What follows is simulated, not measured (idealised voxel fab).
Module name: voxel self aligned contacts (process module)
FYI the section here is cut, 230 nm wide, cells are 5 nm squares.
The cross-sections in this document take the form of a grid made of square cells. They are written out as bands, in order from top to bottom. Each band consists of one or more rows of cells.
Band entry format. Leading values: height of top, height of bottom, nm. Remainder: materials in left-to-right order, each with its width in nm. Special words: "throughout" on a single material, which then fills the band edge to edge; "empty", empty space.
Basically, 0 is our baseline, since under it the wafer straight out of the box is all one material. The bottom band has no lower end and keeps on going down, so it looks like "top 0, no bottom".
Think of "30 to 40" as a width that walks from the first number to the second as you go down the band, top row to bottom row, taking equal-sized steps from row to row.
It should be understood that the words "nothing different", when stated for a given step, signify that the cross-section underwent no change in any of its cells during that step.
"Fully sealed voids" specifies each empty space that is not open to the top and that occupies no fewer than 8 cells, using the form width x height at distance, the distance measured from the left edge and all three quantities in nm.
Step line, after settings: the simulator's comment on this step.
Among the settings permitted on a step's line is "overlay nm"; applied to a step with a mask, it specifies the extent to which the mask lay to the right of its planned position, whereas a negative figure signifies a position to the left.

**The process steps that were planned are listed below**
step 1: RECEIVE [material Si]
step 2: OXIDIZE [depth nm 5]
step 3: DIRECTIONAL_DEP [material polySi] [thk nm 30]
step 4: DIRECTIONAL_DEP [material SiN] [thk nm 20]
step 5: PATTERN [tone cover] [mask id GATE] [material resist] [width nm 35] [pitch nm 70] [thk nm 20] [overlay nm -15]
step 6: DIRECTIONAL_ETCH [etch materials SiN] [depth nm 20]
step 7: DIRECTIONAL_ETCH [etch materials polySi] [depth nm 30]
step 8: STRIP [etch materials resist]
step 9: CONFORMAL_DEP [material SiN] [thk nm 5]
step 10: DIRECTIONAL_ETCH [etch materials SiN] [depth nm 5]
step 11: FILL_DEP [material SiO2] [thk nm 20]
step 12: CMP [height nm 60]
step 13: MASKED_ETCH [tone open] [mask id CONTACT] [width nm 55] [etch materials SiO2] [depth nm 65] [overlay nm 0]
step 14: CONFORMAL_DEP [material TiN] [thk nm 5]
step 15: FILL_DEP [material W] [thk nm 5]
step 16: CMP [height nm 60]
step 17: CONFORMAL_DEP [material SiN] [thk nm 5]
Variable across wafers: step 5 overlay nm (plan value is that of the first wafer; starting state common to all).

**The first of several wafers as received, shown in cross-section; this is its state after step 1**
  top 0, no bottom: Si throughout
  Fully sealed voids: none

**Cross-section of the first of several wafers once the module has run through its last step, step 17**
  top 65, bottom 60: SiN throughout
  top 60, bottom 50: 85 nm SiO2; 5 nm TiN; 45 to 15 nm W; 5 to 35 nm TiN; 90 nm SiO2
  top 50, bottom 30: 40 nm SiO2; 45 nm SiN; 5 nm TiN; 15 nm W; 5 nm TiN; 45 nm SiN; 75 nm SiO2
  top 30, bottom 0: 40 nm SiO2; 5 nm SiN; 35 nm polySi; 5 nm SiN; 5 nm TiN; 15 nm W; 5 nm TiN; 5 nm SiN; 35 nm polySi; 5 nm SiN; 75 nm SiO2
  top 0, bottom -5: 85 nm SiO2; 25 nm TiN; 120 nm SiO2
  top -5, no bottom: Si throughout
  Fully sealed voids: none

**last wafer at the end**
  top 65, bottom 60: SiN throughout
  top 60, bottom 50: 85 nm SiO2; 5 to 35 nm TiN; 45 to 15 nm W; 5 nm TiN; 90 nm SiO2
  top 50, bottom 30: 70 nm SiO2; 45 nm SiN; 5 nm TiN; 15 nm W; 5 nm TiN; 45 nm SiN; 45 nm SiO2
  top 30, bottom 0: 70 nm SiO2; 5 nm SiN; 35 nm polySi; 5 nm SiN; 5 nm TiN; 15 nm W; 5 nm TiN; 5 nm SiN; 35 nm polySi; 5 nm SiN; 45 nm SiO2
  top 0, bottom -5: 115 nm SiO2; 25 nm TiN; 90 nm SiO2
  top -5, no bottom: Si throughout
  Fully sealed voids: none

**The table below has one row for each wafer; a row shows, as of the end of the module, how many cells of each material the wafer has gained, marked (+), or lost, marked (-), since it was received, and then the wafer's closed voids**
overlay nm -15 | -46 Si | +142 SiN | +341 SiO2 | +35 TiN | +42 W | +84 polySi | Fully sealed voids: none
overlay nm -10 | -46 Si | +142 SiN | +341 SiO2 | +35 TiN | +42 W | +84 polySi | Fully sealed voids: none
overlay nm -5 | -46 Si | +142 SiN | +341 SiO2 | +35 TiN | +42 W | +84 polySi | Fully sealed voids: none
overlay nm 0 | -46 Si | +142 SiN | +341 SiO2 | +35 TiN | +42 W | +84 polySi | Fully sealed voids: none
overlay nm 5 | -46 Si | +142 SiN | +341 SiO2 | +35 TiN | +42 W | +84 polySi | Fully sealed voids: none
overlay nm 10 | -46 Si | +142 SiN | +341 SiO2 | +35 TiN | +42 W | +84 polySi | Fully sealed voids: none
overlay nm 15 | -46 Si | +142 SiN | +341 SiO2 | +35 TiN | +42 W | +84 polySi | Fully sealed voids: none
